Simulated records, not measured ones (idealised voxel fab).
Name of the process module below: voxel released beams
The cross-section shown here is cut; it is 210 nm wide and divided into square cells measuring 5 nm on a side.
Just so we're on the same page, the cross-sections are grids of square cells, and they're listed out in bands top to bottom, each band one or more rows deep. A band entry consists of two parts. The first gives the height of the band's top and the height of its bottom, in nm. The rest lists the band's materials from left to right, each with its width in nm. A single material labelled with the word "throughout" fills the band from edge to edge, and the word "empty" marks empty space. Basically, 0 is our baseline, since under it the wafer straight out of the box is all one material. The bottom band has no lower end and keeps on going down, so it looks like "0..down". Top row gets the first number, bottom row gets the second, and each row in between changes by the same step: that is how a band width like "30 to 40" works. Given "remains unaltered" for a step, no cell of the cross-section differs between before and after that step. Voids not open to the top, 8 cells minimum: see "Trapped voids". Written width x height at distance; distance is from the left edge; nm. Read whatever lies past the settings on a step's line as the simulator's own remark about the step. If you see "overlay nm" on a step's line and that step has a mask, it's telling you how far right of where it was planned the mask ended up; a negative number means it went left instead.

[Process steps - plan]
step 1: RECEIVE | material Si
step 2: CONFORMAL_DEP | material Al2O3 | thk nm 5
step 3: DIRECTIONAL_DEP | material SiO2 | thk nm 20
step 4: DIRECTIONAL_DEP | material aC | thk nm 10
step 5: PATTERN | tone open | mask id ANCHOR | material resist | width nm 25 | thk nm 25 | overlay nm 0
step 6: DIRECTIONAL_ETCH | etch materials aC | depth nm 10
step 7: STRIP | etch materials resist
step 8: DIRECTIONAL_ETCH | etch materials SiO2 | depth nm 20
step 9: STRIP | etch materials aC
step 10: CONFORMAL_DEP | material W | thk nm 10
step 11: MASKED_ETCH | tone cover | mask id BEAM | width nm 80 | etch materials W | depth nm 10 | overlay nm 0
step 12: STRIP | etch materials SiO2
varied across the wafers: width nm of step 5. The plan shows the first wafer's value. All wafers start alike

[first wafer as received, after step 1]
	0..down  Si throughout
	Trapped voids: none

[Per-wafer rows below. For each material: cells gained (+) or lost (-) since the wafer was received, as of end of module. Then: closed voids]
width nm 25, +42 Al2O3, +48 W, Trapped voids: none
width nm 30, +42 Al2O3, +48 W, Trapped voids: none
width nm 35, +42 Al2O3, +48 W, Trapped voids: none
width nm 40, +42 Al2O3, +48 W, Trapped voids: none
width nm 45, +42 Al2O3, +48 W, Trapped voids: none
width nm 50, +42 Al2O3, +48 W, Trapped voids: none
